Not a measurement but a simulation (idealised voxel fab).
A process module follows: voxel transistor to metal.
Cross-section cut spans 300 nm and uses square cells 5 nm in size.
Cross-section = grid of square cells, listed top down in bands; band = one or more rows. Look at the band entry: it leads with the top's height and the bottom's height in nm. Then it lists the materials left to right, with a width in nm for each. The word "everywhere" on a single material says that material fills the band edge to edge. The word "empty" is empty space. A quick word on heights: they are counted from 0, and under that level the wafer as it came to us is one material throughout. The lowest band is different from the rest in having no bottom; it simply continues downward, written as in "from 0 down". Width "30..40": first value at the band's top row of cells, second value at its bottom row, equal change from row to row. Reading "no change occurred" for a step: not a cell of the cross-section changed in it. Any empty space of 8 cells or more lacking an open way to the top shows up in "Sealed void inventory" as width x height at distance, distance from the left edge, in nm. It should be noted that, on the line of a given step, the content following the step's settings is a remark produced by the simulator itself with respect to that step. Among the settings permitted on a step's line is "overlay nm"; applied to a step with a mask, it specifies the extent to which the mask lay to the right of its planned position, whereas a negative figure signifies a position to the left.
The planned process steps are enumerated hereunder
1,RECEIVE | material Si
2,OXIDIZE | depth nm 5
3,CONFORMAL_DEP | material SiN | thk nm 10
4,MASKED_ETCH | tone cover | mask id ACTIVE | width nm 105 | pitch nm 130 | etch materials SiN | depth nm 10 | overlay nm 0
5,MASKED_ETCH | tone cover | mask id ACTIVE | width nm 105 | pitch nm 130 | etch materials SiO2 | depth nm 5 | overlay nm 0
6,MASKED_ETCH | tone cover | mask id ACTIVE | width nm 105 | pitch nm 130 | etch materials Si | depth nm 30 | overlay nm 0
7,FILL_DEP | material SiO2 | thk nm 15
8,CMP | height nm 10
9,SELECTIVE_ETCH | etch materials SiO2 | depth nm 5
10,STRIP | etch materials SiN
11,SELECTIVE_ETCH | etch materials SiO2 | depth nm 5
12,OXIDIZE | depth nm 5
13,DIRECTIONAL_DEP | material polySi | thk nm 30
14,DIRECTIONAL_DEP | material SiCN | thk nm 15
15,MASKED_ETCH | tone cover | mask id GATE | width nm 15 | pitch nm 130 | etch materials SiCN | depth nm 25 | overlay nm 0
16,MASKED_ETCH | tone cover | mask id GATE | width nm 15 | pitch nm 130 | etch materials polySi | depth nm 40 | overlay nm 0
17,CONFORMAL_DEP | material SiN | thk nm 10
18,DIRECTIONAL_ETCH | etch materials SiN | depth nm 10
19,DIRECTIONAL_ETCH | etch materials SiO2 | depth nm 5
20,EPI | material SiGe | thk nm 5
21,FILL_DEP | material SiO2 | thk nm 5
22,CMP | height nm 40
23,DIRECTIONAL_DEP | material SiO2 | thk nm 10
24,DIRECTIONAL_DEP | material aC | thk nm 10
25,PATTERN | tone open | mask id CONTACT | material resist | width nm 30 | thk nm 25 | overlay nm 0
26,DIRECTIONAL_ETCH | etch materials aC | depth nm 10
27,STRIP | etch materials resist
28,DIRECTIONAL_ETCH | etch materials SiO2 | depth nm 55
29,STRIP | etch materials aC
30,CONFORMAL_DEP | material TiN | thk nm 5
31,FILL_DEP | material W | thk nm 5
32,CMP | height nm 50
33,CONFORMAL_DEP | material SiN | thk nm 5
34,DIRECTIONAL_DEP | material lowk | thk nm 25
35,DIRECTIONAL_DEP | material aC | thk nm 15
36,PATTERN | tone open | mask id METAL_1 | material resist | width nm 20 | pitch nm 65 | thk nm 35 | overlay nm 0
37,DIRECTIONAL_ETCH | etch materials aC | depth nm 15
38,STRIP | etch materials resist
39,DIRECTIONAL_ETCH | etch materials lowk | depth nm 25
40,DIRECTIONAL_ETCH | etch materials SiN | depth nm 5
41,STRIP | etch materials aC
42,CONFORMAL_DEP | material TiN | thk nm 5
43,FILL_DEP | material Ru | thk nm 10
44,CMP | height nm 80
45,EPI | material Ru | thk nm 5
46,FILL_DEP | material SiCN | thk nm 5
Cross-section of the incoming wafer, state after step 1
- from 0 down | Si everywhere
- Sealed void inventory: none
Final cross-section, module run with one mistake (start and plan as above)
- from 90 to 85 | SiCN everywhere
- from 85 to 80 | 35 SiCN / 30 Ru / 35 SiCN / 30 Ru / 35 SiCN / 30 Ru / 35 SiCN / 30 Ru / 40 SiCN
- from 80 to 55 | 40 lowk / 5 TiN / 10 Ru / 5 TiN / 45 lowk / 5 TiN / 10 Ru / 5 TiN / 45 lowk / 5 TiN / 10 Ru / 5 TiN / 45 lowk / 5 TiN / 10 Ru / 5 TiN / 45 lowk
- from 55 to 50 | 40 SiN / 20 TiN / 45 SiN / 20 TiN / 45 SiN / 20 TiN / 45 SiN / 20 TiN / 45 SiN
- from 50 to 40 | 40 SiO2 / 5 TiN / 20..15 W / 5..10 TiN / 25 SiO2 / 5..10 TiN / 20..15 W / 5 TiN / 45 SiO2 / 5 TiN / 20..15 W / 5..10 TiN / 25 SiO2 / 5..10 TiN / 20..15 W / 5 TiN / 45 SiO2
- from 40 to 25 | 40 SiO2 / 5 TiN / 15 W / 5 TiN / 10 SiN / 15 SiCN / 10 SiN / 5 TiN / 15 W / 5 TiN / 45 SiO2 / 5 TiN / 15 W / 5 TiN / 10 SiN / 15 SiCN / 10 SiN / 5 TiN / 15 W / 5 TiN / 45 SiO2
- from 25 to 0 | 40 SiO2 / 5 TiN / 15 W / 5 TiN / 10 SiN / 15 polySi / 10 SiN / 5 TiN / 15 W / 5 TiN / 45 SiO2 / 5 TiN / 15 W / 5 TiN / 10 SiN / 15 polySi / 10 SiN / 5 TiN / 15 W / 5 TiN / 45 SiO2
- from 0 to -5 | 25 SiO2 / 10 SiN / 5 SiO2 / 25 TiN / 10 SiN / 15 polySi / 10 SiN / 25 TiN / 5 SiO2 / 10 SiN / 15 SiO2 / 10 SiN / 5 SiO2 / 25 TiN / 10 SiN / 15 polySi / 10 SiN / 25 TiN / 5 SiO2 / 10 SiN / 30 SiO2
- from -5 to -10 | 35 SiO2 / 30 SiGe / 35 SiO2 / 30 SiGe / 35 SiO2 / 30 SiGe / 35 SiO2 / 30 SiGe / 40 SiO2
- from -10 down | Si everywhere
- Sealed void inventory: none
Here's what went sideways: heads up, step 2 didn't go per plan, it actually ran as OXIDIZE | depth nm 10
